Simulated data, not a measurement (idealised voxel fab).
process module | voxel gate over fins
cross-section cut | 295 nm wide | cells 5 nm
A cross-section is a grid of square cells, given in bands from the top down. A band is one or more rows of cells.
Each band's line starts with the height of the band's top and of its bottom, in nm. Then come its materials from left to right, each with its width in nm. One material with "throughout" fills the band from edge to edge. "air" is empty space.
Height 0 is the level under which the wafer as received is all one material. The lowest band goes on downwards, as in "0 down".
A width such as "30 to 40" changes by the same amount from each row of cells to the next, from the band's top row to its bottom row.
"no change" after a step means that no cell of the cross-section changed.
closed voids: empty space of 8 cells or more with no open way to the top, each as width x height at its distance from the left edge, in nm
after a step's settings: what the simulator itself notes on the step
overlay nm, on a step with a mask: how far to the right of its planned place the mask lay; to the left if negative
plan
1 op RECEIVE | material Si
2 op CONFORMAL_DEP | material SiN | thk nm 5
3 op MASKED_ETCH | tone cover | mask id FINS | width nm 15 | pitch nm 40 | etch materials SiN | depth nm 5 | overlay nm 0
4 op MASKED_ETCH | tone cover | mask id FINS | width nm 15 | pitch nm 40 | etch materials Si | depth nm 35 | overlay nm 0
5 op OXIDIZE | depth nm 5
6 op FILL_DEP | material SiO2 | thk nm 15
7 op CMP | height nm 5
8 op SELECTIVE_ETCH | etch materials SiO2 | depth nm 15
9 op STRIP | etch materials SiN
10 op CONFORMAL_DEP | material HfO2 | thk nm 5
11 op CONFORMAL_DEP | material TiN | thk nm 5
12 op CONFORMAL_DEP | material TiAl | thk nm 5
13 op CONFORMAL_DEP | material TiN | thk nm 5
14 op FILL_DEP | material W | thk nm 15
15 op CMP | height nm 30
16 op CONFORMAL_DEP | material SiN | thk nm 10
as received, after step 1
  0 down: Si throughout
  closed voids: none
a wafer at the end: this start, this plan, one mistake
  40 to 30: SiN throughout
  30 to 20: W throughout
  20 to 15: W 105 | TiN 90 | W 100
  15 to 10: W 105 | TiN 5 | TiAl 80 | TiN 5 | W 100
  10 to 5: TiN 110 | TiAl 5 | TiN 30 | TiAl 10 | TiN 30 | TiAl 5 | TiN 105
  5 to 0: TiAl 115 | TiN 5 | HfO2 20 | TiN 5 | TiAl 10 | TiN 5 | HfO2 20 | TiN 5 | TiAl 110
  0 to -5: TiN 120 | HfO2 5 | Si 10 | HfO2 5 | TiN 20 | HfO2 5 | Si 10 | HfO2 5 | TiN 115
  -5 to -10: HfO2 125 | Si 10 | HfO2 30 | Si 10 | HfO2 120
  -10 to -40: SiO2 125 | Si 10 | SiO2 30 | Si 10 | SiO2 120
  -40 down: Si throughout
  closed voids: none
what went wrong: step 3 ran as: op MASKED_ETCH | tone cover | mask id FINS | width nm 20 | pitch nm 40 | etch materials SiN | depth nm 5 | overlay nm 0
